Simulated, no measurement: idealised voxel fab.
process module | voxel released beams
Section shown: cut. Width: 285 nm. Cell size: 5 nm, square.
A cross-section is written here as square cells arranged in a grid, and it is given in bands from the top down, each band taking up one or more rows of cells.
Heights first: top, then bottom, in nm. Then materials, left to right, each with a width in nm. "everywhere" on a single material: fills the band edge to edge. "blank": empty space.
The level at which height equals 0 is the one under which the wafer, as it arrives, is entirely one material. No lower edge exists for the bottom band, which continues downward and is notated as in "0 and below".
A width such as "30->40" changes by the same amount from each row of cells to the next, from the band's top row to its bottom row.
No cell of the cross-section changed in a step that is given as "remained unchanged".
Listed in "Unvented internal voids": every empty space of 8 or more cells without an open way to the top. Form: width x height at distance, the distance being from the left edge, all in nm.
On a step's line, text after the settings is the simulator commenting on that step.
"overlay nm" denotes, for a step that has a mask, the displacement of the mask to the right of its planned place, with negative values corresponding to the left.
**Steps planned for the process**
1. RECEIVE, material Si
2. CONFORMAL_DEP, material Al2O3, thk nm 5
3. DIRECTIONAL_DEP, material SiO2, thk nm 20
4. PATTERN, tone open, mask id ANCHOR, material resist, width nm 35, thk nm 20, overlay nm 0
5. DIRECTIONAL_ETCH, etch materials SiO2, depth nm 20
6. STRIP, etch materials resist
7. CONFORMAL_DEP, material SiN, thk nm 15
8. MASKED_ETCH, tone cover, mask id BEAM, width nm 85, etch materials SiN, depth nm 15, overlay nm 0
9. STRIP, etch materials SiO2
**Shown in cross-section is the wafer as received, that is, as it stands after step 1**
- 0 and below: Si everywhere
- Unvented internal voids: none
**Looking at the first of two wafers in cross-section at end of module - ran to plan**
- 40 down to 25: blank 95 nm; SiN 20 nm; blank 5 nm; SiN 60 nm; blank 105 nm
- 25 down to 20: blank 100 nm; SiN 15 nm; blank 5 nm; SiN 15 nm; blank 150 nm
- 20 down to 5: blank 100 nm; SiN 35 nm; blank 150 nm
- 5 down to 0: Al2O3 everywhere
- 0 and below: Si everywhere
- Unvented internal voids: none
**Here is the second of the two wafers cut open at the end of the module - same start, same plan as the first one, but we made one mistake running it**
- 40 down to 25: blank 95 nm; SiN 85 nm; blank 105 nm
- 25 down to 20: Al2O3 everywhere
- 20 down to 0: SiO2 everywhere
- 0 and below: Si everywhere
- Unvented internal voids: none
Diagnosis: swap of plan steps 2 and 3 during execution
The closing comparison, in cells, has the second wafer with more or fewer of some materials than the first: -24 SiN, +228 SiO2
